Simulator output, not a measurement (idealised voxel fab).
You're looking at the process module voxel tone inversion.
cross-section cut | 255 nm wide | cells 5 nm
A cross-section is a grid of square cells, given in bands from the top down. A band is one or more rows of cells. Heads up on the band format: heights come first, top then bottom, in nm. After that it's the materials left to right, each with its width in nm. A single material flagged "throughout" fills the whole band edge to edge, and "air" means there's empty space there. It should be noted that heights are counted from 0, beneath which the wafer as supplied is of one material throughout, and that the lowest band possesses no lower boundary but continues downward, as written in "0 -> down". Width spec "30 to 40" -> top row of cells at first value, bottom row at second value, equal per-row change in between. Given "changes: none" for a step, no cell of the cross-section differs between before and after that step. Enclosed void entries: empty space of 8 cells or more with no open way to the top, each as width x height at its distance from the left edge, in nm. Text after the settings on a step's line: the simulator's own remark on that step. "overlay nm", when on a step's line for a step with a mask, measures how far to the right of its planned place the mask lay; a negative measure means to the left.
PLANNED STEP LIST FOR THE PROCESS
step 1: op RECEIVE | material Si
step 2: op CONFORMAL_DEP | material SiN | thk nm 5
step 3: op DIRECTIONAL_DEP | material polySi | thk nm 20
step 4: op PATTERN | tone cover | mask id POSTS | material resist | width nm 20 | pitch nm 40 | thk nm 30 | overlay nm -15
step 5: op DIRECTIONAL_ETCH | etch materials polySi | depth nm 20
step 6: op STRIP | etch materials resist
step 7: op FILL_DEP | material lowk | thk nm 5
step 8: op CMP | height nm 25
step 9: op STRIP | etch materials polySi
step 10: op CONFORMAL_DEP | material TiN | thk nm 5
step 11: op FILL_DEP | material Cu | thk nm 5
step 12: op CMP | height nm 25
step 13: op CONFORMAL_DEP | material SiN | thk nm 5
The wafers in this document start out alike and differ in the overlay nm applied at step 4; the plan shows the value used for the first wafer.
THE FIRST OF SEVERAL WAFERS IN CROSS-SECTION, EXACTLY AS IT REACHED US AFTER STEP 1
- 0 -> down: Si throughout
- Enclosed void entries: none
THE FIRST OF SEVERAL WAFERS, SEEN IN CROSS-SECTION AFTER THE MODULE'S LAST STEP, STEP 13
- 30 -> 25: SiN throughout
- 25 -> 10: lowk (40), TiN (5), Cu (10), TiN (5), lowk (20), TiN (5), Cu (10), TiN (5), lowk (20), TiN (5), Cu (10), TiN (5), lowk (20), TiN (5), Cu (10), TiN (5), lowk (75)
- 10 -> 5: lowk (40), TiN (20), lowk (20), TiN (20), lowk (20), TiN (20), lowk (20), TiN (20), lowk (75)
- 5 -> 0: SiN throughout
- 0 -> down: Si throughout
- Enclosed void entries: none
FINAL WAFER OF SEVERAL, SHOWN IN CROSS-SECTION AT THE END OF THE MODULE
- 30 -> 25: SiN throughout
- 25 -> 10: lowk (70), TiN (5), Cu (10), TiN (5), lowk (20), TiN (5), Cu (10), TiN (5), lowk (20), TiN (5), Cu (10), TiN (5), lowk (20), TiN (5), Cu (10), TiN (5), lowk (45)
- 10 -> 5: lowk (70), TiN (20), lowk (20), TiN (20), lowk (20), TiN (20), lowk (20), TiN (20), lowk (45)
- 5 -> 0: SiN throughout
- 0 -> down: Si throughout
- Enclosed void entries: none
PER-WAFER ROWS BELOW. FOR EACH MATERIAL: CELLS GAINED (+) OR LOST (-) SINCE THE WAFER WAS RECEIVED, AS OF END OF MODULE. THEN: CLOSED VOIDS
overlay nm -15; +24 Cu; +102 SiN; +40 TiN; +140 lowk; Enclosed void entries: none
overlay nm -10; +24 Cu; +102 SiN; +40 TiN; +140 lowk; Enclosed void entries: none
overlay nm -5; +24 Cu; +102 SiN; +40 TiN; +140 lowk; Enclosed void entries: none
overlay nm 0; +24 Cu; +102 SiN; +40 TiN; +140 lowk; Enclosed void entries: none
overlay nm 5; +24 Cu; +102 SiN; +40 TiN; +140 lowk; Enclosed void entries: none
overlay nm 10; +24 Cu; +102 SiN; +40 TiN; +140 lowk; Enclosed void entries: none
overlay nm 15; +24 Cu; +102 SiN; +40 TiN; +140 lowk; Enclosed void entries: none
